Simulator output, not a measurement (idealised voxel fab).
This section sets out a process module, namely voxel released beams.
We display cut, a cross-section 230 nm in width whose square cells are each 5 nm.
In this document a cross-section is written as a grid of square cells. It is given as a series of bands, listed from the top down, and a band is one or more rows of cells.
Heights first: top, then bottom, in nm. Then materials, left to right, each with a width in nm. "full width" on a single material: fills the band edge to edge. "air": empty space.
Heads up on the height convention: 0 is the point under which the incoming wafer is all one material, and the lowest band has no bottom, it just keeps going down, like "0 down".
Width "30 to 40": first value at the band's top row of cells, second value at its bottom row, equal change from row to row.
Basically "remained unchanged" means that step didn't change any cell in the cross-section.
If an empty space has no open way to the top and is at least 8 cells in size, "Trapped void list" lists it, written width x height at distance, where distance is measured from the left edge and every value is in nm.
after a step's settings: what the simulator itself notes on the step
You can add "overlay nm" to a step's line. For a step with a mask, it describes how far the mask lay to the right of its planned position, and a negative number describes a lay to the left.
THE PROCESS STEPS THAT WERE PLANNED ARE LISTED BELOW
1 RECEIVE: material Si
2 CONFORMAL_DEP: material SiN, thk nm 10
3 DIRECTIONAL_DEP: material SiO2, thk nm 10
4 PATTERN: tone open, mask id ANCHOR, material resist, width nm 40, thk nm 15, overlay nm 0
5 DIRECTIONAL_ETCH: etch materials SiO2, depth nm 10
6 STRIP: etch materials resist
7 CONFORMAL_DEP: material polySi, thk nm 15
8 MASKED_ETCH: tone cover, mask id BEAM, width nm 90, etch materials polySi, depth nm 15, overlay nm 0
9 STRIP: etch materials SiO2
It is noted that the wafers described herein are identical at the outset and are distinguished by the width nm of step 8; the value stated in the plan corresponds to the first wafer.
FIRST WAFER AS RECEIVED, AFTER STEP 1
	0 down | Si full width
	Trapped void list: none
HERE'S THE FIRST OF SEVERAL WAFERS IN CROSS-SECTION, END OF THE MODULE, AFTER THE LAST STEP, STEP 9
	35 to 25 | air 65; polySi 15; air 10; polySi 65; air 75
	25 to 20 | air 65; polySi 90; air 75
	20 to 10 | air 65; polySi 40; air 125
	10 to 0 | SiN full width
	0 down | Si full width
	Trapped void list: none
OF THE SEVERAL WAFERS, THE LAST: CROSS-SECTION AT THE END OF THE MODULE
	35 to 25 | air 55; polySi 25; air 10; polySi 80; air 60
	25 to 20 | air 55; polySi 115; air 60
	20 to 10 | air 65; polySi 40; air 125
	10 to 0 | SiN full width
	0 down | Si full width
	Trapped void list: none
TAKE ANY ROW AND YOU HAVE A WAFER AT THE END OF THE MODULE: HOW MANY CELLS OF EACH MATERIAL IT HAS GAINED (+) OR LOST (-) SINCE IT WAS RECEIVED, AND THEN ITS CLOSED VOIDS
width nm 90, +92 SiN, +66 polySi, Trapped void list: none
width nm 95, +92 SiN, +69 polySi, Trapped void list: none
width nm 100, +92 SiN, +72 polySi, Trapped void list: none
width nm 105, +92 SiN, +75 polySi, Trapped void list: none
width nm 110, +92 SiN, +78 polySi, Trapped void list: none
width nm 115, +92 SiN, +81 polySi, Trapped void list: none
